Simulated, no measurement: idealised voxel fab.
The name of this process module is voxel self aligned contacts.
Cross-sectional view cut (width: 150 nm; square cell size: 5 nm).
Cross-section format: a grid of square cells, given as bands from top to bottom; each band is one or more rows of cells.
This entry defines a band. It first specifies the height of the band's top and the height of its bottom in nm, and then specifies the band's materials from left to right, stating each material with its width in nm. The word "throughout" identifies a single material that fills the band from edge to edge, while the word "air" identifies empty space.
Convention: height 0 is the level below which the wafer, as received, is all one material. The lowest band does not terminate at the bottom but continues downward, represented as "0..down".
A width such as "30..40" changes by the same amount from each row of cells to the next, from the band's top row to its bottom row.
Take "nothing was modified" at face value: in the step it is given for, the cross-section changed in none of its cells.
"Fully sealed voids" specifies each empty space that is not open to the top and that occupies no fewer than 8 cells, using the form width x height at distance, the distance measured from the left edge and all three quantities in nm.
Whatever follows a step's settings on its line is a remark the simulator itself makes about that step.
Each step line may optionally specify "overlay nm", which for a step with a mask gives the rightward distance between the mask's planned place and where it lay, a negative value indicating the leftward direction.

**The planned process steps are enumerated hereunder**
1,RECEIVE, material Si
2,CONFORMAL_DEP, material SiO2, thk nm 5
3,DIRECTIONAL_DEP, material polySi, thk nm 30
4,DIRECTIONAL_DEP, material SiN, thk nm 20
5,MASKED_ETCH, tone cover, mask id GATE, width nm 30, pitch nm 60, etch materials SiN, depth nm 20, overlay nm 0
6,MASKED_ETCH, tone cover, mask id GATE, width nm 30, pitch nm 60, etch materials polySi, depth nm 30, overlay nm 0
7,CONFORMAL_DEP, material SiN, thk nm 5
8,DIRECTIONAL_ETCH, etch materials SiN, depth nm 5
9,FILL_DEP, material SiO2, thk nm 20
10,CMP, height nm 65
11,DIRECTIONAL_DEP, material aC, thk nm 15
12,PATTERN, tone open, mask id CONTACT, material resist, width nm 40, thk nm 30, overlay nm 0
13,DIRECTIONAL_ETCH, etch materials aC, depth nm 15
14,STRIP, etch materials resist
15,DIRECTIONAL_ETCH, etch materials SiO2, depth nm 65
16,STRIP, etch materials aC
17,CONFORMAL_DEP, material TiN, thk nm 5
18,FILL_DEP, material W, thk nm 5
19,CMP, height nm 65
20,CONFORMAL_DEP, material SiN, thk nm 5

**Wafer as received: cross-section following step 1**
0..down  Si throughout
Fully sealed voids: none

**First of two wafers: cross-section at end of module, run per plan**
70..65  SiN throughout
65..55  SiO2=55 / TiN=5..15 / W=30..10 / TiN=5..15 / SiO2=55
55..35  SiO2=25 / SiN=40 / TiN=5 / W=10 / TiN=5 / SiN=40 / SiO2=25
35..5  SiO2=25 / SiN=5 / polySi=30 / SiN=5 / TiN=5 / W=10 / TiN=5 / SiN=5 / polySi=30 / SiN=5 / SiO2=25
5..0  SiO2=65 / TiN=20 / SiO2=65
0..down  Si throughout
Fully sealed voids: none

**Presented here is a cross-section of the second of the two wafers as it stood at the end of the module. It was started in the same manner and assigned the same plan as the first wafer; however, one mistake was made in its execution**
70..65  SiN throughout
65..55  SiO2=55 / TiN=5..15 / W=30..10 / TiN=5..15 / SiO2=55
55..30  SiO2=25 / SiN=5 / polySi=30 / SiN=5 / TiN=5 / W=10 / TiN=5 / SiN=5 / polySi=30 / SiN=5 / SiO2=25
30..25  SiO2=25 / SiN=5 / polySi=30 / SiN=5 / TiN=20 / SiN=5 / polySi=30 / SiN=5 / SiO2=25
25..5  SiN throughout
5..0  SiO2 throughout
0..down  Si throughout
Fully sealed voids: none
Where did the run depart from the plan? steps 3 and 4 of the plan were each performed in the slot designated for the other
In the final state, the cell counts of the second wafer exceed or fall short of those of the first for the following materials: SiN +56, SiO2 -36, TiN -10, W -10
